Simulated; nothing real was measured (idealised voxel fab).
Title: Process Module voxel capacitor over wiring
Square cell edge 5 nm, section width 155 nm, ID cut.
Cross-section spec: square-cell grid; bands listed top down; each band is one or more rows. Read a band's entry like this: the first values are the height of its top and the height of its bottom in nm, and what follows is the sequence of materials from left to right, each with its width in nm. Note that "blank" is empty space, and that a single material marked "edge to edge" reaches across the band from edge to edge. Basically, 0 is our baseline, since under it the wafer straight out of the box is all one material. The bottom band has no lower end and keeps on going down, so it looks like "top 0, no bottom". Quick explanation for "30 to 40": the width changes in equal steps down the rows of cells, from the first number in the band's top row to the second number in its bottom row. Reading "remained the same" for a step: not a cell of the cross-section changed in it. In the "Sealed-off cavities" entry, you get each enclosed empty space of 8 cells or more, one with no open way to the top, written width x height at distance, distance from the left edge, in nm. Read whatever lies past the settings on a step's line as the simulator's own remark about the step. "overlay nm" denotes, for a step that has a mask, the displacement of the mask to the right of its planned place, with negative values corresponding to the left.

-- Planned process steps
| 1 | RECEIVE [material Si] |
| 2 | CONFORMAL_DEP [material SiO2] [thk nm 15] |
| 3 | DIRECTIONAL_DEP [material TiN] [thk nm 5] |
| 4 | DIRECTIONAL_DEP [material W] [thk nm 15] |
| 5 | DIRECTIONAL_DEP [material aC] [thk nm 10] |
| 6 | PATTERN [tone cover] [mask id METAL_1] [material resist] [width nm 20] [pitch nm 75] [thk nm 25] [overlay nm 0] |
| 7 | DIRECTIONAL_ETCH [etch materials aC] [depth nm 10] |
| 8 | STRIP [etch materials resist] |
| 9 | DIRECTIONAL_ETCH [etch materials W] [depth nm 15] |
| 10 | DIRECTIONAL_ETCH [etch materials TiN] [depth nm 5] |
| 11 | STRIP [etch materials aC] |
| 12 | FILL_DEP [material SiO2] [thk nm 10] |
| 13 | CMP [height nm 35] |
| 14 | CONFORMAL_DEP [material SiCN] [thk nm 5] |
| 15 | DIRECTIONAL_DEP [material lowk] [thk nm 20] |
| 16 | PATTERN [tone open] [mask id PLUG_1] [material resist] [width nm 15] [thk nm 15] [overlay nm 0] |
| 17 | DIRECTIONAL_ETCH [etch materials lowk] [depth nm 20] |
| 18 | DIRECTIONAL_ETCH [etch materials SiCN] [depth nm 5] |
| 19 | STRIP [etch materials resist] |
| 20 | EPI [material Ru] [thk nm 10] |
| 21 | EPI [material Ru] [thk nm 10] |
| 22 | EPI [material Ru] [thk nm 5] |
| 23 | DIRECTIONAL_DEP [material TiN] [thk nm 10] |
| 24 | DIRECTIONAL_DEP [material SiN] [thk nm 5] |
| 25 | DIRECTIONAL_DEP [material TiN] [thk nm 10] |
| 26 | MASKED_ETCH [tone cover] [mask id UPPER_PLATE] [width nm 60] [etch materials TiN] [depth nm 10] [overlay nm 0] |
| 27 | MASKED_ETCH [tone cover] [mask id UPPER_PLATE] [width nm 60] [etch materials SiN] [depth nm 5] [overlay nm 0] |
| 28 | MASKED_ETCH [tone cover] [mask id LOWER_PLATE] [width nm 70] [etch materials TiN] [depth nm 10] [overlay nm 0] |
| 29 | FILL_DEP [material SiO2] [thk nm 15] |
| 30 | CMP [height nm 95] |
| 31 | MASKED_ETCH [tone open] [mask id PLUG_2] [width nm 15] [etch materials SiO2] [depth nm 10] [overlay nm 0] |
| 32 | CONFORMAL_DEP [material TiN] [thk nm 5] |
| 33 | FILL_DEP [material Ru] [thk nm 5] |
| 34 | CMP [height nm 95] |
| 35 | CONFORMAL_DEP [material SiN] [thk nm 5] |

-- Concerning the first of two wafers, which was run in accordance with the plan

-- Incoming wafer, cross-sectional view, post step 1
	top 0, no bottom: Si edge to edge
	Sealed-off cavities: none

-- after step 2
	top 15, bottom 0: SiO2 edge to edge
	Beneath the level 0, the cross-section is identical to its previous state.

-- after step 3
	top 20, bottom 15: TiN edge to edge
	Beneath the level 15, the cross-section is identical to its previous state.

-- after step 4
	top 35, bottom 20: W edge to edge
	Beneath the level 20, the cross-section is identical to its previous state.

-- after step 5
	top 45, bottom 35: aC edge to edge
	Beneath the level 35, the cross-section is identical to its previous state.

-- after step 6
	top 70, bottom 45: 30 nm blank / 20 nm resist / 55 nm blank / 20 nm resist / 30 nm blank
	Beneath the level 45, the cross-section is identical to its previous state.

-- after step 7
	top 60, bottom 45: 30 nm blank / 20 nm resist / 55 nm blank / 20 nm resist / 30 nm blank
	top 45, bottom 35: 30 nm blank / 20 nm aC / 55 nm blank / 20 nm aC / 30 nm blank
	Beneath the level 35, the cross-section is identical to its previous state.

-- after step 8
	top 45, bottom 35: 30 nm blank / 20 nm aC / 55 nm blank / 20 nm aC / 30 nm blank
	Beneath the level 35, the cross-section is identical to its previous state.

-- after step 9
	top 45, bottom 35: 30 nm blank / 20 nm aC / 55 nm blank / 20 nm aC / 30 nm blank
	top 35, bottom 20: 30 nm blank / 20 nm W / 55 nm blank / 20 nm W / 30 nm blank
	Beneath the level 20, the cross-section is identical to its previous state.

-- after step 10
	top 45, bottom 35: 30 nm blank / 20 nm aC / 55 nm blank / 20 nm aC / 30 nm blank
	top 35, bottom 20: 30 nm blank / 20 nm W / 55 nm blank / 20 nm W / 30 nm blank
	top 20, bottom 15: 30 nm blank / 20 nm TiN / 55 nm blank / 20 nm TiN / 30 nm blank
	Beneath the level 15, the cross-section is identical to its previous state.

-- after step 11
	top 35, bottom 20: 30 nm blank / 20 nm W / 55 nm blank / 20 nm W / 30 nm blank
	Beneath the level 20, the cross-section is identical to its previous state.

-- after step 12
	top 45, bottom 35: SiO2 edge to edge
	top 35, bottom 20: 30 nm SiO2 / 20 nm W / 55 nm SiO2 / 20 nm W / 30 nm SiO2
	top 20, bottom 15: 30 nm SiO2 / 20 nm TiN / 55 nm SiO2 / 20 nm TiN / 30 nm SiO2
	Beneath the level 15, the cross-section is identical to its previous state.

-- after step 13
	top 35, bottom 20: 30 nm SiO2 / 20 nm W / 55 nm SiO2 / 20 nm W / 30 nm SiO2
	Beneath the level 20, the cross-section is identical to its previous state.

-- after step 14
	top 40, bottom 35: SiCN edge to edge
	Beneath the level 35, the cross-section is identical to its previous state.

-- after step 15
	top 60, bottom 40: lowk edge to edge
	Beneath the level 40, the cross-section is identical to its previous state.

-- after step 16
	top 75, bottom 60: 35 nm resist / 15 nm blank / 105 nm resist
	Beneath the level 60, the cross-section is identical to its previous state.

-- after step 17
	top 75, bottom 60: 35 nm resist / 15 nm blank / 105 nm resist
	top 60, bottom 40: 35 nm lowk / 15 nm blank / 105 nm lowk
	Beneath the level 40, the cross-section is identical to its previous state.

-- after step 18
	top 75, bottom 60: 35 nm resist / 15 nm blank / 105 nm resist
	top 60, bottom 40: 35 nm lowk / 15 nm blank / 105 nm lowk
	top 40, bottom 35: 35 nm SiCN / 15 nm blank / 105 nm SiCN
	Beneath the level 35, the cross-section is identical to its previous state.

-- after step 19
	top 60, bottom 40: 35 nm lowk / 15 nm blank / 105 nm lowk
	Beneath the level 40, the cross-section is identical to its previous state.

-- after step 20
	top 60, bottom 45: 35 nm lowk / 15 nm blank / 105 nm lowk
	top 45, bottom 40: 35 nm lowk / 15 nm Ru / 105 nm lowk
	top 40, bottom 35: 35 nm SiCN / 15 nm Ru / 105 nm SiCN
	Beneath the level 35, the cross-section is identical to its previous state.

-- after step 21
	top 60, bottom 55: 35 nm lowk / 15 nm blank / 105 nm lowk
	top 55, bottom 40: 35 nm lowk / 15 nm Ru / 105 nm lowk
	Beneath the level 40, the cross-section is identical to its previous state.

-- after step 22
	top 60, bottom 40: 35 nm lowk / 15 nm Ru / 105 nm lowk
	Beneath the level 40, the cross-section is identical to its previous state.

-- after step 23
	top 70, bottom 60: TiN edge to edge
	Beneath the level 60, the cross-section is identical to its previous state.

-- after step 24
	top 75, bottom 70: SiN edge to edge
	Beneath the level 70, the cross-section is identical to its previous state.

-- after step 25
	top 85, bottom 75: TiN edge to edge
	Beneath the level 75, the cross-section is identical to its previous state.

-- after step 26
	top 85, bottom 75: 35 nm blank / 60 nm TiN / 60 nm blank
	Beneath the level 75, the cross-section is identical to its previous state.

-- after step 27
	top 85, bottom 75: 35 nm blank / 60 nm TiN / 60 nm blank
	top 75, bottom 70: 35 nm blank / 60 nm SiN / 60 nm blank
	Beneath the level 70, the cross-section is identical to its previous state.

-- after step 28
	top 85, bottom 75: 35 nm blank / 60 nm TiN / 60 nm blank
	top 75, bottom 70: 35 nm blank / 60 nm SiN / 60 nm blank
	top 70, bottom 60: 30 nm blank / 70 nm TiN / 55 nm blank
	Beneath the level 60, the cross-section is identical to its previous state.

-- after step 29
	top 100, bottom 85: SiO2 edge to edge
	top 85, bottom 75: 35 nm SiO2 / 60 nm TiN / 60 nm SiO2
	top 75, bottom 70: 35 nm SiO2 / 60 nm SiN / 60 nm SiO2
	top 70, bottom 60: 30 nm SiO2 / 70 nm TiN / 55 nm SiO2
	Beneath the level 60, the cross-section is identical to its previous state.

-- after step 30
	top 95, bottom 85: SiO2 edge to edge
	Beneath the level 85, the cross-section is identical to its previous state.

-- after step 31
	top 95, bottom 85: 45 nm SiO2 / 15 nm blank / 95 nm SiO2
	Beneath the level 85, the cross-section is identical to its previous state.

-- after step 32
	top 100, bottom 95: 50 nm TiN / 5 nm blank / 100 nm TiN
	top 95, bottom 90: 45 nm SiO2 / 5 nm TiN / 5 nm blank / 5 nm TiN / 95 nm SiO2
	top 90, bottom 85: 45 nm SiO2 / 15 nm TiN / 95 nm SiO2
	Beneath the level 85, the cross-section is identical to its previous state.

-- after step 33
	top 105, bottom 100: Ru edge to edge
	top 100, bottom 95: 50 nm TiN / 5 nm Ru / 100 nm TiN
	top 95, bottom 90: 45 nm SiO2 / 5 nm TiN / 5 nm Ru / 5 nm TiN / 95 nm SiO2
	Beneath the level 90, the cross-section is identical to its previous state.

-- after step 34
	top 95, bottom 90: 45 nm SiO2 / 5 nm TiN / 5 nm Ru / 5 nm TiN / 95 nm SiO2
	Beneath the level 90, the cross-section is identical to its previous state.

-- after step 35
	top 100, bottom 95: SiN edge to edge
	Beneath the level 95, the cross-section is identical to its previous state.

-- second wafer: like start, like plan, one mistake. Through step 19 it matches the first wafer

-- Second wafer, cut view, end of step 21 per plan
	top 65, bottom 60: 30 nm blank / 25 nm Ru / 100 nm blank
	top 60, bottom 40: 35 nm lowk / 15 nm Ru / 105 nm lowk
	top 40, bottom 35: 35 nm SiCN / 15 nm Ru / 105 nm SiCN
	Beneath the level 35, the cross-section is identical to its previous state.

-- Second wafer, cut view, end of step 22 per plan
	top 70, bottom 60: 25 nm blank / 35 nm Ru / 95 nm blank
	Beneath the level 60, the cross-section is identical to its previous state.

-- Second wafer, cut view, end of step 23 per plan
	top 80, bottom 70: 25 nm blank / 35 nm TiN / 95 nm blank
	top 70, bottom 60: 25 nm TiN / 35 nm Ru / 95 nm TiN
	Beneath the level 60, the cross-section is identical to its previous state.

-- Second wafer, cut view, end of step 24 per plan
	top 85, bottom 80: 25 nm blank / 35 nm SiN / 95 nm blank
	top 80, bottom 75: 25 nm blank / 35 nm TiN / 95 nm blank
	top 75, bottom 70: 25 nm SiN / 35 nm TiN / 95 nm SiN
	Beneath the level 70, the cross-section is identical to its previous state.

-- Second wafer, cut view, end of step 25 per plan
	top 95, bottom 85: 25 nm blank / 35 nm TiN / 95 nm blank
	top 85, bottom 80: 25 nm TiN / 35 nm SiN / 95 nm TiN
	top 80, bottom 75: TiN edge to edge
	Beneath the level 75, the cross-section is identical to its previous state.

-- Second wafer, cut view, end of step 26 per plan
	top 95, bottom 85: 35 nm blank / 25 nm TiN / 95 nm blank
	top 85, bottom 80: 25 nm blank / 35 nm SiN / 35 nm TiN / 60 nm blank
	top 80, bottom 75: 25 nm blank / 70 nm TiN / 60 nm blank
	Beneath the level 75, the cross-section is identical to its previous state.

-- Second wafer, cut view, end of step 27 per plan
	top 95, bottom 85: 35 nm blank / 25 nm TiN / 95 nm blank
	top 85, bottom 80: 35 nm blank / 25 nm SiN / 35 nm TiN / 60 nm blank
	top 80, bottom 75: 25 nm blank / 70 nm TiN / 60 nm blank
	top 75, bottom 70: 25 nm blank / 35 nm TiN / 35 nm SiN / 60 nm blank
	Beneath the level 70, the cross-section is identical to its previous state.

-- Second wafer, cut view, end of step 28 per plan
	top 95, bottom 85: 35 nm blank / 25 nm TiN / 95 nm blank
	top 85, bottom 80: 35 nm blank / 25 nm SiN / 35 nm TiN / 60 nm blank
	top 80, bottom 75: 30 nm blank / 65 nm TiN / 60 nm blank
	top 75, bottom 70: 30 nm blank / 30 nm TiN / 35 nm SiN / 60 nm blank
	top 70, bottom 60: 25 nm blank / 35 nm Ru / 40 nm TiN / 55 nm blank
	Beneath the level 60, the cross-section is identical to its previous state.

-- Second wafer, cut view, end of step 29 per plan
	top 110, bottom 95: SiO2 edge to edge
	top 95, bottom 85: 35 nm SiO2 / 25 nm TiN / 95 nm SiO2
	top 85, bottom 80: 35 nm SiO2 / 25 nm SiN / 35 nm TiN / 60 nm SiO2
	top 80, bottom 75: 30 nm SiO2 / 65 nm TiN / 60 nm SiO2
	top 75, bottom 70: 30 nm SiO2 / 30 nm TiN / 35 nm SiN / 60 nm SiO2
	top 70, bottom 60: 25 nm SiO2 / 35 nm Ru / 40 nm TiN / 55 nm SiO2
	Beneath the level 60, the cross-section is identical to its previous state.

-- Second wafer, cut view, end of step 30 per plan
	top 95, bottom 85: 35 nm SiO2 / 25 nm TiN / 95 nm SiO2
	Beneath the level 85, the cross-section is identical to its previous state.

Second wafer, cut view, end of step 31 per plan: remained the same

-- Second wafer, cut view, end of step 32 per plan
	top 100, bottom 95: TiN edge to edge
	Beneath the level 95, the cross-section is identical to its previous state.

-- Second wafer, cut view, end of step 33 per plan
	top 105, bottom 100: Ru edge to edge
	Beneath the level 100, the cross-section is identical to its previous state.

-- Second wafer, cut view, end of step 34 per plan
	top 95, bottom 85: 35 nm SiO2 / 25 nm TiN / 95 nm SiO2
	Beneath the level 85, the cross-section is identical to its previous state.

-- Second wafer, cut view, end of step 35 per plan
	top 100, bottom 95: SiN edge to edge
	Beneath the level 95, the cross-section is identical to its previous state.
Plan not followed: twice-run step: one of the identical 20 and 21, not identifiable
Upon completion, the second wafer contains, in terms of cells, a greater or smaller amount of certain materials than the first wafer: Ru +13, SiO2 -8, TiN -5
